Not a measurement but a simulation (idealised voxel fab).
Process module under the name voxel capacitor over wiring
cross-section cut | 160 nm wide | cells 5 nm
Heads up, the way a cross-section reads in here is a grid of square cells, handed over as bands from the top down, with every band being one or more rows of cells.
Look at the band entry: it leads with the top's height and the bottom's height in nm. Then it lists the materials left to right, with a width in nm for each. The word "full width" on a single material says that material fills the band edge to edge. The word "air" is empty space.
For the purposes of this specification, 0 denotes the height below which the wafer in its as-received condition is composed wholly of one material, and the lowermost band, lacking a lower limit, extends downward without end, as expressed in "0..down".
When a width is written as two numbers, as in "30 to 40", the first number is the width in the top row of cells of the band and the second is the width in its bottom row, and the width changes by the same amount from each row to the next.
"stayed the same", as given for a step, is the statement that not any cell of the cross-section underwent a change during that step.
Under "Enclosed cavity list" you'll find the enclosed gaps, the ones with no way out to the top, that are 8 cells or bigger; each reads width x height at distance, with distance counted from the left edge, everything in nm.
Text after the settings on a step's line: the simulator's own remark on that step.
"overlay nm" answers the question of how far to the right of plan the mask lay on a step that has a mask, and when it is negative the answer is to the left.

These are the steps we planned for the process
1 RECEIVE [material Si]
2 CONFORMAL_DEP [material SiO2] [thk nm 10]
3 CONFORMAL_DEP [material SiCN] [thk nm 5]
4 DIRECTIONAL_DEP [material lowk] [thk nm 15]
5 PATTERN [tone open] [mask id METAL_1] [material resist] [width nm 20] [pitch nm 85] [thk nm 20] [overlay nm 0]
6 DIRECTIONAL_ETCH [etch materials lowk] [depth nm 15]
7 DIRECTIONAL_ETCH [etch materials SiCN] [depth nm 5]
8 STRIP [etch materials resist]
9 CONFORMAL_DEP [material TiN] [thk nm 5]
10 FILL_DEP [material Cu] [thk nm 5]
11 CMP [height nm 30]
12 EPI [material Ru] [thk nm 5]
13 FILL_DEP [material SiCN] [thk nm 5]
14 DIRECTIONAL_DEP [material lowk] [thk nm 10]
15 PATTERN [tone open] [mask id PLUG_1] [material resist] [width nm 15] [thk nm 15] [overlay nm 0]
16 DIRECTIONAL_ETCH [etch materials lowk] [depth nm 10]
17 DIRECTIONAL_ETCH [etch materials SiCN] [depth nm 5]
18 STRIP [etch materials resist]
19 EPI [material Ru] [thk nm 10]
20 EPI [material Ru] [thk nm 5]
21 DIRECTIONAL_DEP [material TiN] [thk nm 10]
22 DIRECTIONAL_DEP [material SiN] [thk nm 5]
23 DIRECTIONAL_DEP [material TiN] [thk nm 5]
24 MASKED_ETCH [tone cover] [mask id UPPER_PLATE] [width nm 70] [etch materials TiN] [depth nm 5] [overlay nm 0]
25 MASKED_ETCH [tone cover] [mask id UPPER_PLATE] [width nm 70] [etch materials SiN] [depth nm 5] [overlay nm 0]
26 PATTERN [tone cover] [mask id LOWER_PLATE] [material resist] [width nm 80] [thk nm 15] [overlay nm 0]
27 DIRECTIONAL_ETCH [etch materials TiN] [depth nm 10]
28 STRIP [etch materials resist]
29 FILL_DEP [material SiO2] [thk nm 15]
30 CMP [height nm 80]
31 MASKED_ETCH [tone open] [mask id PLUG_2] [width nm 15] [etch materials SiO2] [depth nm 10] [overlay nm 0]
32 CONFORMAL_DEP [material TiN] [thk nm 5]
33 FILL_DEP [material W] [thk nm 10]
34 CMP [height nm 80]
35 CONFORMAL_DEP [material SiN] [thk nm 5]

Cross-section of the incoming wafer, state after step 1
* 0..down = Si full width
* Enclosed cavity list: none

The first of the two wafers as seen in cross-section once the module was finished; processing followed the plan
* 85..80 = SiN full width
* 80..75 = 40 of SiO2, 5 of TiN, 5 of W, 5 of TiN, 105 of SiO2
* 75..65 = 40 to 30 of SiO2, 15 to 70 of TiN, 105 to 60 of SiO2
* 65..60 = 30 of SiO2, 70 of SiN, 60 of SiO2
* 60..50 = 25 of SiO2, 80 of TiN, 55 of SiO2
* 50..40 = 30 of lowk, 15 of Ru, 115 of lowk
* 40..35 = 30 of SiCN, 15 of Ru, 115 of SiCN
* 35..30 = 20 of SiCN, 30 of Ru, 55 of SiCN, 30 of Ru, 25 of SiCN
* 30..15 = 25 of lowk, 5 of TiN, 10 of Cu, 5 of TiN, 65 of lowk, 5 of TiN, 10 of Cu, 5 of TiN, 30 of lowk
* 15..10 = 25 of SiCN, 20 of TiN, 65 of SiCN, 20 of TiN, 30 of SiCN
* 10..0 = SiO2 full width
* 0..down = Si full width
* Enclosed cavity list: none

What the second wafer looks like in cross-section once the module is done. Its start and its plan matched the first wafer's exactly; what differed was one mistake in how it was run
* 85..80 = SiN full width
* 80..75 = 30 of SiO2, 25 of TiN, 105 of SiO2
* 75..70 = 30 of SiO2, 25 of SiN, 105 of SiO2
* 70..65 = 25 of SiO2, 75 of TiN, 60 of SiO2
* 65..60 = 25 of SiO2, 30 of TiN, 45 of SiN, 60 of SiO2
* 60..50 = 20 of SiO2, 35 of Ru, 50 of TiN, 55 of SiO2
* 50..40 = 30 of lowk, 15 of Ru, 115 of lowk
* 40..35 = 30 of SiCN, 15 of Ru, 115 of SiCN
* 35..30 = 20 of SiCN, 30 of Ru, 55 of SiCN, 30 of Ru, 25 of SiCN
* 30..15 = 25 of lowk, 5 of TiN, 10 of Cu, 5 of TiN, 65 of lowk, 5 of TiN, 10 of Cu, 5 of TiN, 30 of lowk
* 15..10 = 25 of SiCN, 20 of TiN, 65 of SiCN, 20 of TiN, 30 of SiCN
* 10..0 = SiO2 full width
* 0..down = Si full width
* Enclosed cavity list: none
Misprocessing identified: it should be noted that step 19 of the plan was executed twice
Final comparison by cell count, materials where the second wafer has more or fewer than the first: Ru: 14 more, SiO2: 8 fewer, TiN: 5 fewer, W: 1 fewer
